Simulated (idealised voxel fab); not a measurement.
process module | voxel ribs on slabs
cross-section cut | 205 nm wide | cells 5 nm
A cross-section is a grid of square cells, given in bands from the top down. A band is one or more rows of cells.
Each band's line starts with the height of the band's top and of its bottom, in nm. Then come its materials from left to right, each with its width in nm. One material with "throughout" fills the band from edge to edge. "air" is empty space.
Height 0 is the level under which the wafer as received is all one material. The lowest band goes on downwards, as in "0 down".
A width such as "30 to 40" changes by the same amount from each row of cells to the next, from the band's top row to its bottom row.
"no change" after a step means that no cell of the cross-section changed.
closed voids: empty space of 8 cells or more with no open way to the top, each as width x height at its distance from the left edge, in nm
after a step's settings: what the simulator itself notes on the step
overlay nm, on a step with a mask: how far to the right of its planned place the mask lay; to the left if negative
plan
1 op RECEIVE | material Si
2 op DIRECTIONAL_DEP | material SiO2 | thk nm 30
3 op DIRECTIONAL_DEP | material polySi | thk nm 25
4 op MASKED_ETCH | tone cover | mask id RIB | width nm 30 | etch materials polySi | depth nm 5 | overlay nm 0
5 op DIRECTIONAL_DEP | material aC | thk nm 15
6 op PATTERN | tone cover | mask id SLAB | material resist | width nm 70 | thk nm 35 | overlay nm -15
7 op DIRECTIONAL_ETCH | etch materials aC | depth nm 15
8 op STRIP | etch materials resist
9 op DIRECTIONAL_ETCH | etch materials polySi | depth nm 20
10 op STRIP | etch materials aC
11 op FILL_DEP | material SiO2 | thk nm 25
12 op CMP | height nm 70
13 op DIRECTIONAL_DEP | material W | thk nm 10
14 op MASKED_ETCH | tone cover | mask id HEATER | width nm 40 | etch materials W | depth nm 10 | overlay nm 0
15 op CONFORMAL_DEP | material SiN | thk nm 5
varied across the wafers: overlay nm of step 6. The plan shows the first wafer's value. All wafers start alike
first wafer as received, after step 1
  0 down: Si throughout
  closed voids: none
first wafer at the end, after step 15
  85 to 80: air 75 | SiN 50 | air 80
  80 to 75: air 75 | SiN 5 | W 40 | SiN 5 | air 80
  75 to 70: SiN 80 | W 40 | SiN 85
  70 to 55: SiO2 throughout
  55 to 50: SiO2 85 | polySi 30 | SiO2 90
  50 to 30: SiO2 50 | polySi 70 | SiO2 85
  30 to 0: SiO2 throughout
  0 down: Si throughout
  closed voids: none
last wafer at the end
  85 to 80: air 75 | SiN 50 | air 80
  80 to 75: air 75 | SiN 5 | W 40 | SiN 5 | air 80
  75 to 70: SiN 80 | W 40 | SiN 85
  70 to 55: SiO2 throughout
  55 to 50: SiO2 85 | polySi 30 | SiO2 90
  50 to 30: SiO2 80 | polySi 70 | SiO2 55
  30 to 0: SiO2 throughout
  0 down: Si throughout
  closed voids: none
each wafer at the end: cells of each material gained (+) or lost (-) since it was received, then its closed voids
overlay nm -15 | +45 SiN | +512 SiO2 | +16 W | +62 polySi | closed voids: none
overlay nm -10 | +45 SiN | +512 SiO2 | +16 W | +62 polySi | closed voids: none
overlay nm -5 | +45 SiN | +512 SiO2 | +16 W | +62 polySi | closed voids: none
overlay nm 0 | +45 SiN | +512 SiO2 | +16 W | +62 polySi | closed voids: none
overlay nm 5 | +45 SiN | +512 SiO2 | +16 W | +62 polySi | closed voids: none
overlay nm 10 | +45 SiN | +512 SiO2 | +16 W | +62 polySi | closed voids: none
overlay nm 15 | +45 SiN | +512 SiO2 | +16 W | +62 polySi | closed voids: none
